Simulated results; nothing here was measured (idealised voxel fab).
The name of this process module is voxel self aligned vias.
It is cross-section cut that appears here, measuring 210 nm in width, its square cells being 5 nm in size.
Cross-section format: a grid of square cells, given as bands from top to bottom; each band is one or more rows of cells.
Within each band entry, the heights of the top and of the bottom of the band appear first, in that order and in nm; the materials of the band then follow from left to right, each with its corresponding width in nm. The designation "all across" on a single material indicates that it fills the band from edge to edge; the designation "air" indicates empty space.
Measure heights from 0. That's the level where, below it, the as-received wafer is all one material. The lowest band is bottomless and extends downward; write it as in "0 nm and below".
Think of "30->40" as a width that walks from the first number to the second as you go down the band, top row to bottom row, taking equal-sized steps from row to row.
Given "changes: none" for a step, no cell of the cross-section differs between before and after that step.
Entry "closed voids" = empty spaces >= 8 cells with no open way to the top; each as width x height at distance, distance from left edge, all nm.
Read whatever lies past the settings on a step's line as the simulator's own remark about the step.
On any step carrying a mask, the "overlay nm" setting, if present on the step's line, tells how far right of its planned place the mask lay; negative values point to the left.
Quick note on how to read the rest: it's all pairs. You get the cross-section before a process step and the one after, but the after one only goes down as far as the lowest band that changed. The step in between, with its settings, sits under the pair. Heads up, the pairs can come from different runs of this module on the same starting wafer, so don't assume a pair picks up from the one above unless its "Prior state" entry says it does.
Prior state
  0 nm and below = Si all across
  closed voids: none
Section, Post-Step
  15 nm to 0 nm = SiO2 all across
  All layers under 0 are left as they were.
  closed voids: none
Between the cross-sections above, the step performed was CONFORMAL_DEP (material SiO2; thk nm 15)
Prior state: equal to the after panel directly above.
Section, Post-Step
  20 nm to 15 nm = SiCN all across
  All layers under 15 are left as they were.
  closed voids: none
Between the cross-sections above, the step performed was CONFORMAL_DEP (material SiCN; thk nm 5)
Prior state: equal to the after panel directly above.
Section, Post-Step
  50 nm to 20 nm = SiO2 all across
  All layers under 20 are left as they were.
  closed voids: none
Between the cross-sections above, the step performed was DIRECTIONAL_DEP (material SiO2; thk nm 30)
Prior state: equal to the after panel directly above.
Section, Post-Step
  65 nm to 50 nm = aC all across
  All layers under 50 are left as they were.
  closed voids: none
Between the cross-sections above, the step performed was DIRECTIONAL_DEP (material aC; thk nm 15)
Prior state: equal to the after panel directly above.
Section, Post-Step
  95 nm to 65 nm = resist (55)  air (30)  resist (35)  air (30)  resist (60)
  All layers under 65 are left as they were.
  closed voids: none
Between the cross-sections above, the step performed was PATTERN (tone open; mask id LINES; material resist; width nm 30; pitch nm 65; thk nm 30; overlay nm 0)
Prior state: equal to the after panel directly above.
Section, Post-Step
  80 nm to 65 nm = resist (55)  air (30)  resist (35)  air (30)  resist (60)
  65 nm to 50 nm = aC (55)  air (30)  aC (35)  air (30)  aC (60)
  All layers under 50 are left as they were.
  closed voids: none
Between the cross-sections above, the step performed was DIRECTIONAL_ETCH (etch materials aC; depth nm 15)
Prior state: equal to the after panel directly above.
Section, Post-Step
  65 nm to 50 nm = aC (55)  air (30)  aC (35)  air (30)  aC (60)
  All layers under 50 are left as they were.
  closed voids: none
Between the cross-sections above, the step performed was STRIP (etch materials resist)
Prior state: equal to the after panel directly above.
Section, Post-Step
  65 nm to 50 nm = aC (55)  air (30)  aC (35)  air (30)  aC (60)
  50 nm to 20 nm = SiO2 (55)  air (30)  SiO2 (35)  air (30)  SiO2 (60)
  All layers under 20 are left as they were.
  closed voids: none
Between the cross-sections above, the step performed was DIRECTIONAL_ETCH (etch materials SiO2; depth nm 30)
Prior state: equal to the after panel directly above.
Section, Post-Step
  50 nm to 20 nm = SiO2 (55)  air (30)  SiO2 (35)  air (30)  SiO2 (60)
  All layers under 20 are left as they were.
  closed voids: none
Between the cross-sections above, the step performed was STRIP (etch materials aC)
Prior state: equal to the after panel directly above.
Section, Post-Step
  55 nm to 50 nm = TiN (60)  air (20)  TiN (45)  air (20)  TiN (65)
  50 nm to 25 nm = SiO2 (55)  TiN (5)  air (20)  TiN (5)  SiO2 (35)  TiN (5)  air (20)  TiN (5)  SiO2 (60)
  25 nm to 20 nm = SiO2 (55)  TiN (30)  SiO2 (35)  TiN (30)  SiO2 (60)
  All layers under 20 are left as they were.
  closed voids: none
Between the cross-sections above, the step performed was CONFORMAL_DEP (material TiN; thk nm 5)
Prior state: equal to the after panel directly above.
Section, Post-Step
  65 nm to 55 nm = W all across
  55 nm to 50 nm = TiN (60)  W (20)  TiN (45)  W (20)  TiN (65)
  50 nm to 25 nm = SiO2 (55)  TiN (5)  W (20)  TiN (5)  SiO2 (35)  TiN (5)  W (20)  TiN (5)  SiO2 (60)
  All layers under 25 are left as they were.
  closed voids: none
Between the cross-sections above, the step performed was FILL_DEP (material W; thk nm 10)
Prior state: equal to the after panel directly above.
Section, Post-Step
  50 nm to 25 nm = SiO2 (55)  TiN (5)  W (20)  TiN (5)  SiO2 (35)  TiN (5)  W (20)  TiN (5)  SiO2 (60)
  All layers under 25 are left as they were.
  closed voids: none
Between the cross-sections above, the step performed was CMP (height nm 50)
Prior state: equal to the after panel directly above.
Section, Post-Step
  50 nm to 45 nm = SiO2 (55)  air (30)  SiO2 (35)  air (30)  SiO2 (60)
  All layers under 45 are left as they were.
  closed voids: none
Between the cross-sections above, the step performed was SELECTIVE_ETCH (etch materials W Ru TiN; depth nm 5)
Prior state: equal to the after panel directly above.
Section, Post-Step
  60 nm to 50 nm = SiN all across
  50 nm to 45 nm = SiO2 (55)  SiN (30)  SiO2 (35)  SiN (30)  SiO2 (60)
  All layers under 45 are left as they were.
  closed voids: none
Between the cross-sections above, the step performed was FILL_DEP (material SiN; thk nm 10)
Prior state: equal to the after panel directly above.
Section, Post-Step
  50 nm to 45 nm = SiO2 (55)  SiN (30)  SiO2 (35)  SiN (30)  SiO2 (60)
  All layers under 45 are left as they were.
  closed voids: none
Between the cross-sections above, the step performed was CMP (height nm 50)
Prior state: equal to the after panel directly above.
Section, Post-Step
  70 nm to 50 nm = SiO2 all across
  All layers under 50 are left as they were.
  closed voids: none
Between the cross-sections above, the step performed was DIRECTIONAL_DEP (material SiO2; thk nm 20)
Prior state: equal to the after panel directly above.
Section, Post-Step
  85 nm to 70 nm = resist (50)  air (40)  resist (120)
  All layers under 70 are left as they were.
  closed voids: none
Between the cross-sections above, the step performed was PATTERN (tone open; mask id VIAS; material resist; width nm 40; thk nm 15; overlay nm 0)
Prior state: equal to the after panel directly above.
Section, Post-Step
  85 nm to 70 nm = resist (50)  air (40)  resist (120)
  70 nm to 50 nm = SiO2 (50)  air (40)  SiO2 (120)
  All layers under 50 are left as they were.
  closed voids: none
Between the cross-sections above, the step performed was DIRECTIONAL_ETCH (etch materials SiO2; depth nm 20)
Prior state: equal to the after panel directly above.
Section, Post-Step
  85 nm to 70 nm = resist (50)  air (40)  resist (120)
  70 nm to 50 nm = SiO2 (50)  air (40)  SiO2 (120)
  50 nm to 45 nm = SiO2 (55)  air (30)  SiO2 (35)  SiN (30)  SiO2 (60)
  All layers under 45 are left as they were.
  closed voids: none
Between the cross-sections above, the step performed was DIRECTIONAL_ETCH (etch materials SiN; depth nm 5)
Prior state: equal to the after panel directly above.
Section, Post-Step
  70 nm to 50 nm = SiO2 (50)  air (40)  SiO2 (120)
  All layers under 50 are left as they were.
  closed voids: none
Between the cross-sections above, the step performed was STRIP (etch materials resist)
Prior state: equal to the after panel directly above.
Section, Post-Step
  75 nm to 70 nm = TiN (55)  air (30)  TiN (125)
  70 nm to 55 nm = SiO2 (50)  TiN (5)  air (30)  TiN (5)  SiO2 (120)
  55 nm to 50 nm = SiO2 (50)  TiN (10)  air (20)  TiN (10)  SiO2 (120)
  50 nm to 45 nm = SiO2 (55)  TiN (30)  SiO2 (35)  SiN (30)  SiO2 (60)
  All layers under 45 are left as they were.
  closed voids: none
Between the cross-sections above, the step performed was CONFORMAL_DEP (material TiN; thk nm 5)
Prior state: equal to the after panel directly above.
Section, Post-Step
  85 nm to 75 nm = Ru all across
  75 nm to 70 nm = TiN (55)  Ru (30)  TiN (125)
  70 nm to 55 nm = SiO2 (50)  TiN (5)  Ru (30)  TiN (5)  SiO2 (120)
  55 nm to 50 nm = SiO2 (50)  TiN (10)  Ru (20)  TiN (10)  SiO2 (120)
  All layers under 50 are left as they were.
  closed voids: none
Between the cross-sections above, the step performed was FILL_DEP (material Ru; thk nm 10)
Prior state: equal to the after panel directly above.
Section, Post-Step
  70 nm to 55 nm = SiO2 (50)  TiN (5)  Ru (30)  TiN (5)  SiO2 (120)
  All layers under 55 are left as they were.
  closed voids: none
Between the cross-sections above, the step performed was CMP (height nm 70)
Prior state: equal to the after panel directly above.
Section, Post-Step
  75 nm to 70 nm = SiN all across
  All layers under 70 are left as they were.
  closed voids: none
Between the cross-sections above, the step performed was CONFORMAL_DEP (material SiN; thk nm 5)
Prior state
  0 nm and below = Si all across
  closed voids: none
Section, Post-Step
  5 nm to 0 nm = SiCN all across
  All layers under 0 are left as they were.
  closed voids: none
Between the cross-sections above, the step performed was CONFORMAL_DEP (material SiCN; thk nm 5)
Prior state: equal to the after panel directly above.
Section, Post-Step
  35 nm to 5 nm = SiO2 all across
  All layers under 5 are left as they were.
  closed voids: none
Between the cross-sections above, the step performed was DIRECTIONAL_DEP (material SiO2; thk nm 30)
Prior state: equal to the after panel directly above.
Section, Post-Step
  50 nm to 35 nm = aC all across
  All layers under 35 are left as they were.
  closed voids: none
Between the cross-sections above, the step performed was DIRECTIONAL_DEP (material aC; thk nm 15)
Prior state: equal to the after panel directly above.
Section, Post-Step
  80 nm to 50 nm = resist (55)  air (30)  resist (35)  air (30)  resist (60)
  All layers under 50 are left as they were.
  closed voids: none
Between the cross-sections above, the step performed was PATTERN (tone open; mask id LINES; material resist; width nm 30; pitch nm 65; thk nm 30; overlay nm 0)
Prior state: equal to the after panel directly above.
Section, Post-Step
  65 nm to 50 nm = resist (55)  air (30)  resist (35)  air (30)  resist (60)
  50 nm to 35 nm = aC (55)  air (30)  aC (35)  air (30)  aC (60)
  All layers under 35 are left as they were.
  closed voids: none
Between the cross-sections above, the step performed was DIRECTIONAL_ETCH (etch materials aC; depth nm 15)
Prior state: equal to the after panel directly above.
Section, Post-Step
  50 nm to 35 nm = aC (55)  air (30)  aC (35)  air (30)  aC (60)
  All layers under 35 are left as they were.
  closed voids: none
Between the cross-sections above, the step performed was STRIP (etch materials resist)
Prior state: equal to the after panel directly above.
Section, Post-Step
  50 nm to 35 nm = aC (55)  air (30)  aC (35)  air (30)  aC (60)
  35 nm to 5 nm = SiO2 (55)  air (30)  SiO2 (35)  air (30)  SiO2 (60)
  All layers under 5 are left as they were.
  closed voids: none
Between the cross-sections above, the step performed was DIRECTIONAL_ETCH (etch materials SiO2; depth nm 30)
Prior state: equal to the after panel directly above.
Section, Post-Step
  35 nm to 5 nm = SiO2 (55)  air (30)  SiO2 (35)  air (30)  SiO2 (60)
  All layers under 5 are left as they were.
  closed voids: none
Between the cross-sections above, the step performed was STRIP (etch materials aC)
Prior state: equal to the after panel directly above.
Section, Post-Step
  40 nm to 35 nm = TiN (60)  air (20)  TiN (45)  air (20)  TiN (65)
  35 nm to 10 nm = SiO2 (55)  TiN (5)  air (20)  TiN (5)  SiO2 (35)  TiN (5)  air (20)  TiN (5)  SiO2 (60)
  10 nm to 5 nm = SiO2 (55)  TiN (30)  SiO2 (35)  TiN (30)  SiO2 (60)
  All layers under 5 are left as they were.
  closed voids: none
Between the cross-sections above, the step performed was CONFORMAL_DEP (material TiN; thk nm 5)
Prior state: equal to the after panel directly above.
Section, Post-Step
  50 nm to 40 nm = W all across
  40 nm to 35 nm = TiN (60)  W (20)  TiN (45)  W (20)  TiN (65)
  35 nm to 10 nm = SiO2 (55)  TiN (5)  W (20)  TiN (5)  SiO2 (35)  TiN (5)  W (20)  TiN (5)  SiO2 (60)
  All layers under 10 are left as they were.
  closed voids: none
Between the cross-sections above, the step performed was FILL_DEP (material W; thk nm 10)
Prior state: equal to the after panel directly above.
Section, Post-Step
  45 nm to 40 nm = W all across
  All layers under 40 are left as they were.
  closed voids: none
Between the cross-sections above, the step performed was SELECTIVE_ETCH (etch materials W Ru TiN; depth nm 5)
Prior state: equal to the after panel directly above.
Section, Post-Step
  55 nm to 45 nm = SiN all across
  All layers under 45 are left as they were.
  closed voids: none
Between the cross-sections above, the step performed was FILL_DEP (material SiN; thk nm 10)
Prior state: equal to the after panel directly above.
Section, Post-Step
  50 nm to 45 nm = SiN all across
  All layers under 45 are left as they were.
  closed voids: none
Between the cross-sections above, the step performed was CMP (height nm 50)
Prior state: equal to the after panel directly above.
Section, Post-Step
  70 nm to 50 nm = SiO2 all across
  All layers under 50 are left as they were.
  closed voids: none
Between the cross-sections above, the step performed was DIRECTIONAL_DEP (material SiO2; thk nm 20)
Prior state: equal to the after panel directly above.
Section, Post-Step
  85 nm to 70 nm = resist (50)  air (40)  resist (120)
  All layers under 70 are left as they were.
  closed voids: none
Between the cross-sections above, the step performed was PATTERN (tone open; mask id VIAS; material resist; width nm 40; thk nm 15; overlay nm 0)
Prior state: equal to the after panel directly above.
Section, Post-Step
  85 nm to 70 nm = resist (50)  air (40)  resist (120)
  70 nm to 50 nm = SiO2 (50)  air (40)  SiO2 (120)
  All layers under 50 are left as they were.
  closed voids: none
Between the cross-sections above, the step performed was DIRECTIONAL_ETCH (etch materials SiO2; depth nm 20)
Prior state: equal to the after panel directly above.
Section, Post-Step
  85 nm to 70 nm = resist (50)  air (40)  resist (120)
  70 nm to 50 nm = SiO2 (50)  air (40)  SiO2 (120)
  50 nm to 45 nm = SiN (50)  air (40)  SiN (120)
  All layers under 45 are left as they were.
  closed voids: none
Between the cross-sections above, the step performed was DIRECTIONAL_ETCH (etch materials SiN; depth nm 5)
Prior state: equal to the after panel directly above.
Section, Post-Step
  70 nm to 50 nm = SiO2 (50)  air (40)  SiO2 (120)
  All layers under 50 are left as they were.
  closed voids: none
Between the cross-sections above, the step performed was STRIP (etch materials resist)
Prior state: equal to the after panel directly above.
Section, Post-Step
  75 nm to 70 nm = TiN (55)  air (30)  TiN (125)
  70 nm to 50 nm = SiO2 (50)  TiN (5)  air (30)  TiN (5)  SiO2 (120)
  50 nm to 45 nm = SiN (50)  TiN (40)  SiN (120)
  All layers under 45 are left as they were.
  closed voids: none
Between the cross-sections above, the step performed was CONFORMAL_DEP (material TiN; thk nm 5)
Prior state: equal to the after panel directly above.
Section, Post-Step
  85 nm to 75 nm = Ru all across
  75 nm to 70 nm = TiN (55)  Ru (30)  TiN (125)
  70 nm to 50 nm = SiO2 (50)  TiN (5)  Ru (30)  TiN (5)  SiO2 (120)
  All layers under 50 are left as they were.
  closed voids: none
Between the cross-sections above, the step performed was FILL_DEP (material Ru; thk nm 10)
Prior state: equal to the after panel directly above.
Section, Post-Step
  70 nm to 50 nm = SiO2 (50)  TiN (5)  Ru (30)  TiN (5)  SiO2 (120)
  All layers under 50 are left as they were.
  closed voids: none
Between the cross-sections above, the step performed was CMP (height nm 70)
Prior state: equal to the after panel directly above.
Section, Post-Step
  75 nm to 70 nm = SiN all across
  All layers under 70 are left as they were.
  closed voids: none
Between the cross-sections above, the step performed was CONFORMAL_DEP (material SiN; thk nm 5)
Prior state
  85 nm to 70 nm = resist (50)  air (40)  resist (120)
  70 nm to 50 nm = SiO2 (50)  air (40)  SiO2 (120)
  50 nm to 45 nm = SiO2 (55)  SiN (30)  SiO2 (35)  SiN (30)  SiO2 (60)
  45 nm to 25 nm = SiO2 (55)  TiN (5)  W (20)  TiN (5)  SiO2 (35)  TiN (5)  W (20)  TiN (5)  SiO2 (60)
  25 nm to 20 nm = SiO2 (55)  TiN (30)  SiO2 (35)  TiN (30)  SiO2 (60)
  20 nm to 15 nm = SiCN all across
  15 nm to 0 nm = SiO2 all across
  0 nm and below = Si all across
  closed voids: none
Section, Post-Step
  85 nm to 70 nm = resist (50)  air (40)  resist (120)
  70 nm to 50 nm = SiO2 (50)  air (40)  SiO2 (120)
  50 nm to 45 nm = SiO2 (50)  air (5)  SiN (30)  air (5)  SiO2 (30)  SiN (30)  SiO2 (60)
  45 nm to 30 nm = SiO2 (50)  air (5)  TiN (5)  W (20)  TiN (5)  air (5)  SiO2 (30)  TiN (5)  W (20)  TiN (5)  SiO2 (60)
  All layers under 30 are left as they were.
  closed voids: none
Between the cross-sections above, the step performed was DIRECTIONAL_ETCH (etch materials SiO2; depth nm 20)
Prior state: equal to the after panel directly above.
Section, Post-Step
  85 nm to 70 nm = resist (50)  air (40)  resist (120)
  70 nm to 50 nm = SiO2 (50)  air (40)  SiO2 (120)
  50 nm to 45 nm = SiO2 (50)  air (40)  SiO2 (30)  SiN (30)  SiO2 (60)
  All layers under 45 are left as they were.
  closed voids: none
Between the cross-sections above, the step performed was DIRECTIONAL_ETCH (etch materials SiN; depth nm 5)
Prior state: equal to the after panel directly above.
Section, Post-Step
  70 nm to 50 nm = SiO2 (50)  air (40)  SiO2 (120)
  All layers under 50 are left as they were.
  closed voids: none
Between the cross-sections above, the step performed was STRIP (etch materials resist)
Prior state: equal to the after panel directly above.
Section, Post-Step
  75 nm to 70 nm = TiN (55)  air (30)  TiN (125)
  70 nm to 50 nm = SiO2 (50)  TiN (5)  air (30)  TiN (5)  SiO2 (120)
  50 nm to 45 nm = SiO2 (50)  TiN (40)  SiO2 (30)  SiN (30)  SiO2 (60)
  45 nm to 30 nm = SiO2 (50)  TiN (10)  W (20)  TiN (10)  SiO2 (30)  TiN (5)  W (20)  TiN (5)  SiO2 (60)
  All layers under 30 are left as they were.
  closed voids: none
Between the cross-sections above, the step performed was CONFORMAL_DEP (material TiN; thk nm 5)
Prior state: equal to the after panel directly above.
Section, Post-Step
  85 nm to 75 nm = Ru all across
  75 nm to 70 nm = TiN (55)  Ru (30)  TiN (125)
  70 nm to 50 nm = SiO2 (50)  TiN (5)  Ru (30)  TiN (5)  SiO2 (120)
  All layers under 50 are left as they were.
  closed voids: none
Between the cross-sections above, the step performed was FILL_DEP (material Ru; thk nm 10)
Prior state: equal to the after panel directly above.
Section, Post-Step
  70 nm to 50 nm = SiO2 (50)  TiN (5)  Ru (30)  TiN (5)  SiO2 (120)
  All layers under 50 are left as they were.
  closed voids: none
Between the cross-sections above, the step performed was CMP (height nm 70)
Prior state: equal to the after panel directly above.
Section, Post-Step
  75 nm to 70 nm = SiN all across
  All layers under 70 are left as they were.
  closed voids: none
Between the cross-sections above, the step performed was CONFORMAL_DEP (material SiN; thk nm 5)
Prior state
  5 nm to 0 nm = SiCN all across
  0 nm and below = Si all across
  closed voids: none
Section, Post-Step
  20 nm to 5 nm = SiO2 all across
  All layers under 5 are left as they were.
  closed voids: none
Between the cross-sections above, the step performed was CONFORMAL_DEP (material SiO2; thk nm 15)
Prior state: equal to the after panel directly above.
Section, Post-Step
  50 nm to 5 nm = SiO2 all across
  All layers under 5 are left as they were.
  closed voids: none
Between the cross-sections above, the step performed was DIRECTIONAL_DEP (material SiO2; thk nm 30)
Prior state: equal to the after panel directly above.
Section, Post-Step
  65 nm to 50 nm = aC all across
  All layers under 50 are left as they were.
  closed voids: none
Between the cross-sections above, the step performed was DIRECTIONAL_DEP (material aC; thk nm 15)
Prior state: equal to the after panel directly above.
Section, Post-Step
  95 nm to 65 nm = resist (55)  air (30)  resist (35)  air (30)  resist (60)
  All layers under 65 are left as they were.
  closed voids: none
Between the cross-sections above, the step performed was PATTERN (tone open; mask id LINES; material resist; width nm 30; pitch nm 65; thk nm 30; overlay nm 0)
Prior state: equal to the after panel directly above.
Section, Post-Step
  80 nm to 65 nm = resist (55)  air (30)  resist (35)  air (30)  resist (60)
  65 nm to 50 nm = aC (55)  air (30)  aC (35)  air (30)  aC (60)
  All layers under 50 are left as they were.
  closed voids: none
Between the cross-sections above, the step performed was DIRECTIONAL_ETCH (etch materials aC; depth nm 15)
Prior state: equal to the after panel directly above.
Section, Post-Step
  65 nm to 50 nm = aC (55)  air (30)  aC (35)  air (30)  aC (60)
  All layers under 50 are left as they were.
  closed voids: none
Between the cross-sections above, the step performed was STRIP (etch materials resist)
Prior state: equal to the after panel directly above.
Section, Post-Step
  65 nm to 50 nm = aC (55)  air (30)  aC (35)  air (30)  aC (60)
  50 nm to 20 nm = SiO2 (55)  air (30)  SiO2 (35)  air (30)  SiO2 (60)
  All layers under 20 are left as they were.
  closed voids: none
Between the cross-sections above, the step performed was DIRECTIONAL_ETCH (etch materials SiO2; depth nm 30)
Prior state: equal to the after panel directly above.
Section, Post-Step
  50 nm to 20 nm = SiO2 (55)  air (30)  SiO2 (35)  air (30)  SiO2 (60)
  All layers under 20 are left as they were.
  closed voids: none
Between the cross-sections above, the step performed was STRIP (etch materials aC)
Prior state: equal to the after panel directly above.
Section, Post-Step
  55 nm to 50 nm = TiN (60)  air (20)  TiN (45)  air (20)  TiN (65)
  50 nm to 25 nm = SiO2 (55)  TiN (5)  air (20)  TiN (5)  SiO2 (35)  TiN (5)  air (20)  TiN (5)  SiO2 (60)
  25 nm to 20 nm = SiO2 (55)  TiN (30)  SiO2 (35)  TiN (30)  SiO2 (60)
  All layers under 20 are left as they were.
  closed voids: none
Between the cross-sections above, the step performed was CONFORMAL_DEP (material TiN; thk nm 5)
Prior state: equal to the after panel directly above.
Section, Post-Step
  65 nm to 55 nm = W all across
  55 nm to 50 nm = TiN (60)  W (20)  TiN (45)  W (20)  TiN (65)
  50 nm to 25 nm = SiO2 (55)  TiN (5)  W (20)  TiN (5)  SiO2 (35)  TiN (5)  W (20)  TiN (5)  SiO2 (60)
  All layers under 25 are left as they were.
  closed voids: none
Between the cross-sections above, the step performed was FILL_DEP (material W; thk nm 10)
Prior state: equal to the after panel directly above.
Section, Post-Step
  50 nm to 25 nm = SiO2 (55)  TiN (5)  W (20)  TiN (5)  SiO2 (35)  TiN (5)  W (20)  TiN (5)  SiO2 (60)
  All layers under 25 are left as they were.
  closed voids: none
Between the cross-sections above, the step performed was CMP (height nm 50)
Prior state: equal to the after panel directly above.
Section, Post-Step
  50 nm to 45 nm = SiO2 (55)  air (30)  SiO2 (35)  air (30)  SiO2 (60)
  All layers under 45 are left as they were.
  closed voids: none
Between the cross-sections above, the step performed was SELECTIVE_ETCH (etch materials W Ru TiN; depth nm 5)
Prior state: equal to the after panel directly above.
Section, Post-Step
  60 nm to 50 nm = SiN all across
  50 nm to 45 nm = SiO2 (55)  SiN (30)  SiO2 (35)  SiN (30)  SiO2 (60)
  All layers under 45 are left as they were.
  closed voids: none
Between the cross-sections above, the step performed was FILL_DEP (material SiN; thk nm 10)
Prior state: equal to the after panel directly above.
Section, Post-Step
  50 nm to 45 nm = SiO2 (55)  SiN (30)  SiO2 (35)  SiN (30)  SiO2 (60)
  All layers under 45 are left as they were.
  closed voids: none
Between the cross-sections above, the step performed was CMP (height nm 50)
Prior state: equal to the after panel directly above.
Section, Post-Step
  70 nm to 50 nm = SiO2 all across
  All layers under 50 are left as they were.
  closed voids: none
Between the cross-sections above, the step performed was DIRECTIONAL_DEP (material SiO2; thk nm 20)
Prior state: equal to the after panel directly above.
Section, Post-Step
  85 nm to 70 nm = resist (50)  air (40)  resist (120)
  All layers under 70 are left as they were.
  closed voids: none
Between the cross-sections above, the step performed was PATTERN (tone open; mask id VIAS; material resist; width nm 40; thk nm 15; overlay nm 0)
Prior state: equal to the after panel directly above.
Section, Post-Step
  85 nm to 70 nm = resist (50)  air (40)  resist (120)
  70 nm to 50 nm = SiO2 (50)  air (40)  SiO2 (120)
  All layers under 50 are left as they were.
  closed voids: none
Between the cross-sections above, the step performed was DIRECTIONAL_ETCH (etch materials SiO2; depth nm 20)
Prior state: equal to the after panel directly above.
Section, Post-Step
  85 nm to 70 nm = resist (50)  air (40)  resist (120)
  70 nm to 50 nm = SiO2 (50)  air (40)  SiO2 (120)
  50 nm to 45 nm = SiO2 (55)  air (30)  SiO2 (35)  SiN (30)  SiO2 (60)
  All layers under 45 are left as they were.
  closed voids: none
Between the cross-sections above, the step performed was DIRECTIONAL_ETCH (etch materials SiN; depth nm 5)
Prior state: equal to the after panel directly above.
Section, Post-Step
  70 nm to 50 nm = SiO2 (50)  air (40)  SiO2 (120)
  All layers under 50 are left as they were.
  closed voids: none
Between the cross-sections above, the step performed was STRIP (etch materials resist)
Prior state: equal to the after panel directly above.
Section, Post-Step
  75 nm to 70 nm = TiN (55)  air (30)  TiN (125)
  70 nm to 55 nm = SiO2 (50)  TiN (5)  air (30)  TiN (5)  SiO2 (120)
  55 nm to 50 nm = SiO2 (50)  TiN (10)  air (20)  TiN (10)  SiO2 (120)
  50 nm to 45 nm = SiO2 (55)  TiN (30)  SiO2 (35)  SiN (30)  SiO2 (60)
  All layers under 45 are left as they were.
  closed voids: none
Between the cross-sections above, the step performed was CONFORMAL_DEP (material TiN; thk nm 5)
Prior state: equal to the after panel directly above.
Section, Post-Step
  85 nm to 75 nm = Ru all across
  75 nm to 70 nm = TiN (55)  Ru (30)  TiN (125)
  70 nm to 55 nm = SiO2 (50)  TiN (5)  Ru (30)  TiN (5)  SiO2 (120)
  55 nm to 50 nm = SiO2 (50)  TiN (10)  Ru (20)  TiN (10)  SiO2 (120)
  All layers under 50 are left as they were.
  closed voids: none
Between the cross-sections above, the step performed was FILL_DEP (material Ru; thk nm 10)
Prior state: equal to the after panel directly above.
Section, Post-Step
  70 nm to 55 nm = SiO2 (50)  TiN (5)  Ru (30)  TiN (5)  SiO2 (120)
  All layers under 55 are left as they were.
  closed voids: none
Between the cross-sections above, the step performed was CMP (height nm 70)
Prior state: equal to the after panel directly above.
Section, Post-Step
  75 nm to 70 nm = SiN all across
  All layers under 70 are left as they were.
  closed voids: none
Between the cross-sections above, the step performed was CONFORMAL_DEP (material SiN; thk nm 5)
Prior state
  20 nm to 15 nm = SiCN all across
  15 nm to 0 nm = SiO2 all across
  0 nm and below = Si all across
  closed voids: none
Section, Post-Step
  40 nm to 20 nm = SiO2 all across
  All layers under 20 are left as they were.
  closed voids: none
Between the cross-sections above, the step performed was DIRECTIONAL_DEP (material SiO2; thk nm 20)
Prior state: equal to the after panel directly above.
Section, Post-Step
  55 nm to 40 nm = aC all across
  All layers under 40 are left as they were.
  closed voids: none
Between the cross-sections above, the step performed was DIRECTIONAL_DEP (material aC; thk nm 15)
Prior state: equal to the after panel directly above.
Section, Post-Step
  85 nm to 55 nm = resist (55)  air (30)  resist (35)  air (30)  resist (60)
  All layers under 55 are left as they were.
  closed voids: none
Between the cross-sections above, the step performed was PATTERN (tone open; mask id LINES; material resist; width nm 30; pitch nm 65; thk nm 30; overlay nm 0)
Prior state: equal to the after panel directly above.
Section, Post-Step
  70 nm to 55 nm = resist (55)  air (30)  resist (35)  air (30)  resist (60)
  55 nm to 40 nm = aC (55)  air (30)  aC (35)  air (30)  aC (60)
  All layers under 40 are left as they were.
  closed voids: none
Between the cross-sections above, the step performed was DIRECTIONAL_ETCH (etch materials aC; depth nm 15)
Prior state: equal to the after panel directly above.
Section, Post-Step
  55 nm to 40 nm = aC (55)  air (30)  aC (35)  air (30)  aC (60)
  All layers under 40 are left as they were.
  closed voids: none
Between the cross-sections above, the step performed was STRIP (etch materials resist)
Prior state: equal to the after panel directly above.
Section, Post-Step
  55 nm to 40 nm = aC (55)  air (30)  aC (35)  air (30)  aC (60)
  40 nm to 20 nm = SiO2 (55)  air (30)  SiO2 (35)  air (30)  SiO2 (60)
  All layers under 20 are left as they were.
  closed voids: none
Between the cross-sections above, the step performed was DIRECTIONAL_ETCH (etch materials SiO2; depth nm 30)
Prior state: equal to the after panel directly above.
Section, Post-Step
  40 nm to 20 nm = SiO2 (55)  air (30)  SiO2 (35)  air (30)  SiO2 (60)
  All layers under 20 are left as they were.
  closed voids: none
Between the cross-sections above, the step performed was STRIP (etch materials aC)
Prior state: equal to the after panel directly above.
Section, Post-Step
  45 nm to 40 nm = TiN (60)  air (20)  TiN (45)  air (20)  TiN (65)
  40 nm to 25 nm = SiO2 (55)  TiN (5)  air (20)  TiN (5)  SiO2 (35)  TiN (5)  air (20)  TiN (5)  SiO2 (60)
  25 nm to 20 nm = SiO2 (55)  TiN (30)  SiO2 (35)  TiN (30)  SiO2 (60)
  All layers under 20 are left as they were.
  closed voids: none
Between the cross-sections above, the step performed was CONFORMAL_DEP (material TiN; thk nm 5)
Prior state: equal to the after panel directly above.
Section, Post-Step
  55 nm to 45 nm = W all across
  45 nm to 40 nm = TiN (60)  W (20)  TiN (45)  W (20)  TiN (65)
  40 nm to 25 nm = SiO2 (55)  TiN (5)  W (20)  TiN (5)  SiO2 (35)  TiN (5)  W (20)  TiN (5)  SiO2 (60)
  All layers under 25 are left as they were.
  closed voids: none
Between the cross-sections above, the step performed was FILL_DEP (material W; thk nm 10)
Prior state: equal to the after panel directly above.
Section, Post-Step
  50 nm to 45 nm = W all across
  All layers under 45 are left as they were.
  closed voids: none
Between the cross-sections above, the step performed was CMP (height nm 50)
Prior state: equal to the after panel directly above.
Section, Post-Step
  45 nm to 40 nm = TiN (60)  W (20)  TiN (45)  W (20)  TiN (65)
  All layers under 40 are left as they were.
  closed voids: none
Between the cross-sections above, the step performed was SELECTIVE_ETCH (etch materials W Ru TiN; depth nm 5)
Prior state: equal to the after panel directly above.
Section, Post-Step
  55 nm to 45 nm = SiN all across
  All layers under 45 are left as they were.
  closed voids: none
Between the cross-sections above, the step performed was FILL_DEP (material SiN; thk nm 10)
Prior state: equal to the after panel directly above.
Section, Post-Step
  50 nm to 45 nm = SiN all across
  All layers under 45 are left as they were.
  closed voids: none
Between the cross-sections above, the step performed was CMP (height nm 50)
Prior state: equal to the after panel directly above.
Section, Post-Step
  70 nm to 50 nm = SiO2 all across
  All layers under 50 are left as they were.
  closed voids: none
Between the cross-sections above, the step performed was DIRECTIONAL_DEP (material SiO2; thk nm 20)
Prior state: equal to the after panel directly above.
Section, Post-Step
  85 nm to 70 nm = resist (50)  air (40)  resist (120)
  All layers under 70 are left as they were.
  closed voids: none
Between the cross-sections above, the step performed was PATTERN (tone open; mask id VIAS; material resist; width nm 40; thk nm 15; overlay nm 0)
Prior state: equal to the after panel directly above.
Section, Post-Step
  85 nm to 70 nm = resist (50)  air (40)  resist (120)
  70 nm to 50 nm = SiO2 (50)  air (40)  SiO2 (120)
  All layers under 50 are left as they were.
  closed voids: none
Between the cross-sections above, the step performed was DIRECTIONAL_ETCH (etch materials SiO2; depth nm 20)
